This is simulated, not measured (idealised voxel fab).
process module | voxel self aligned vias
cross-section cut | 205 nm wide | cells 5 nm
A cross-section is a grid of square cells, given in bands from the top down. A band is one or more rows of cells.
Each band's line starts with the height of the band's top and of its bottom, in nm. Then come its materials from left to right, each with its width in nm. One material with "throughout" fills the band from edge to edge. "air" is empty space.
Height 0 is the level under which the wafer as received is all one material. The lowest band goes on downwards, as in "0 down".
A width such as "30 to 40" changes by the same amount from each row of cells to the next, from the band's top row to its bottom row.
"no change" after a step means that no cell of the cross-section changed.
closed voids: empty space of 8 cells or more with no open way to the top, each as width x height at its distance from the left edge, in nm
after a step's settings: what the simulator itself notes on the step
overlay nm, on a step with a mask: how far to the right of its planned place the mask lay; to the left if negative
plan
1 op RECEIVE | material Si
2 op CONFORMAL_DEP | material SiO2 | thk nm 10
3 op CONFORMAL_DEP | material SiCN | thk nm 5
4 op DIRECTIONAL_DEP | material lowk | thk nm 30
5 op MASKED_ETCH | tone open | mask id LINES | width nm 20 | pitch nm 50 | etch materials lowk | depth nm 30 | overlay nm 0
6 op CONFORMAL_DEP | material TiN | thk nm 5
7 op FILL_DEP | material W | thk nm 10
8 op CMP | height nm 45
9 op SELECTIVE_ETCH | etch materials W Ru TiN | depth nm 5
10 op FILL_DEP | material SiN | thk nm 10
11 op CMP | height nm 45
12 op DIRECTIONAL_DEP | material lowk | thk nm 20
13 op MASKED_ETCH | tone open | mask id VIAS | width nm 30 | pitch nm 50 | etch materials lowk | depth nm 20 | overlay nm 0
14 op MASKED_ETCH | tone open | mask id VIAS | width nm 30 | pitch nm 50 | etch materials SiN | depth nm 5 | overlay nm 0
15 op CONFORMAL_DEP | material TiN | thk nm 5
16 op FILL_DEP | material Cu | thk nm 10
17 op CMP | height nm 65
18 op CONFORMAL_DEP | material SiN | thk nm 5
as received, after step 1
  0 down: Si throughout
  closed voids: none
first wafer at the end, as planned
  70 to 65: SiN throughout
  65 to 50: lowk 60 | TiN 5 | Cu 20 | TiN 5 | lowk 20 | TiN 5 | Cu 20 | TiN 5 | lowk 65
  50 to 45: lowk 60 | TiN 10 | Cu 10 | TiN 10 | lowk 20 | TiN 10 | Cu 10 | TiN 10 | lowk 65
  45 to 40: lowk 65 | TiN 20 | lowk 30 | TiN 20 | lowk 70
  40 to 20: lowk 65 | TiN 5 | W 10 | TiN 5 | lowk 30 | TiN 5 | W 10 | TiN 5 | lowk 70
  20 to 15: lowk 65 | TiN 20 | lowk 30 | TiN 20 | lowk 70
  15 to 10: SiCN throughout
  10 to 0: SiO2 throughout
  0 down: Si throughout
  closed voids: none
second wafer at the end: like start, like plan, one mistake
  70 to 65: SiN throughout
  65 to 45: lowk 60 | TiN 5 | Cu 20 | TiN 5 | lowk 20 | TiN 5 | Cu 20 | TiN 5 | lowk 65
  45 to 40: lowk 60 | TiN 30 | lowk 20 | TiN 30 | lowk 65
  40 to 35: lowk 60 | TiN 10 | W 10 | TiN 10 | lowk 20 | TiN 10 | W 10 | TiN 10 | lowk 65
  35 to 20: lowk 65 | TiN 5 | W 10 | TiN 5 | lowk 30 | TiN 5 | W 10 | TiN 5 | lowk 70
  20 to 15: lowk 65 | TiN 20 | lowk 30 | TiN 20 | lowk 70
  15 to 10: SiCN throughout
  10 to 0: SiO2 throughout
  0 down: Si throughout
  closed voids: none
what went wrong: step 13 ran as: op MASKED_ETCH | tone open | mask id VIAS | width nm 30 | pitch nm 50 | etch materials lowk | depth nm 30 | overlay nm 0
at the end the second wafer has, in cells: 4 more of Cu | 4 more of TiN | 8 fewer of lowk
